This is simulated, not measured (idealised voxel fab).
Herein follows the process module entitled voxel plated lines.
For reference, the cross-section in this document is cut, with width 240 nm and square cells of 5 nm.
Cross-section format: a grid of square cells, given as bands from top to bottom; each band is one or more rows of cells.
Band: top height; bottom height; in nm. Then, left to right: material with width in nm, for each material. "everywhere": a single material spanning edge to edge. "empty": empty space.
Zero point of the height axis is 0; under it, received wafer = one material. Lowest band: continues down indefinitely, "top 0, no bottom".
A width given as "30->40" starts at the first number in the band's top row and ends at the second number in its bottom row, shifting by an equal amount at every step from row to row.
Given "changes: none" for a step, no cell of the cross-section differs between before and after that step.
Closed-off voids of 8+ cells (no open route to the top) go in "Closed void register", written width x height at distance from the left edge, in nm.
Anything after a step's settings on that line? It's the simulator's own note about the step.
overlay nm: mask right of planned place by this much (step with mask). Neg. = left.
[This section lists the process steps that were planned]
| 1 | RECEIVE (material Si) |
| 2 | CONFORMAL_DEP (material SiO2; thk nm 5) |
| 3 | DIRECTIONAL_DEP (material TiN; thk nm 5) |
| 4 | PATTERN (tone open; mask id LINES; material resist; width nm 20; pitch nm 50; thk nm 15; overlay nm 0) |
| 5 | EPI (material Ru; thk nm 5) |
| 6 | STRIP (etch materials resist) |
| 7 | DIRECTIONAL_ETCH (etch materials TiN; depth nm 5) |
| 8 | CONFORMAL_DEP (material SiN; thk nm 5) |
For this document, wafers share an identical start and vary in the step 8 thk nm; the plan quotes the first wafer's value.
[Step 1 complete: as-received cross-section of the first of several wafers]
* top 0, no bottom  Si everywhere
* Closed void register: none
[The first of several wafers, seen in cross-section after the module's last step, step 8]
* top 20, bottom 15  empty: 30; SiN: 30; empty: 20; SiN: 30; empty: 20; SiN: 30; empty: 20; SiN: 30; empty: 30
* top 15, bottom 10  empty: 30; SiN: 5; Ru: 20; SiN: 5; empty: 20; SiN: 5; Ru: 20; SiN: 5; empty: 20; SiN: 5; Ru: 20; SiN: 5; empty: 20; SiN: 5; Ru: 20; SiN: 5; empty: 30
* top 10, bottom 5  SiN: 35; TiN: 20; SiN: 30; TiN: 20; SiN: 30; TiN: 20; SiN: 30; TiN: 20; SiN: 35
* top 5, bottom 0  SiO2 everywhere
* top 0, no bottom  Si everywhere
* Closed void register: none
[Cross-sectional depiction of the last of several wafers upon completion of the module]
* top 35, bottom 25  empty: 15; SiN: 210; empty: 15
* top 25, bottom 15  SiN everywhere
* top 15, bottom 10  SiN: 35; Ru: 20; SiN: 30; Ru: 20; SiN: 30; Ru: 20; SiN: 30; Ru: 20; SiN: 35
* top 10, bottom 5  SiN: 35; TiN: 20; SiN: 30; TiN: 20; SiN: 30; TiN: 20; SiN: 30; TiN: 20; SiN: 35
* top 5, bottom 0  SiO2 everywhere
* top 0, no bottom  Si everywhere
* Closed void register: none
[Table: wafers, a row each; end-of-module cell change per material since receipt, gain (+), loss (-); then closed voids]
thk nm 5; +16 Ru; +64 SiN; +48 SiO2; +16 TiN; Closed void register: none
thk nm 10; +16 Ru; +128 SiN; +48 SiO2; +16 TiN; Closed void register: none
thk nm 15; +16 Ru; +192 SiN; +48 SiO2; +16 TiN; Closed void register: none
thk nm 20; +16 Ru; +244 SiN; +48 SiO2; +16 TiN; Closed void register: none
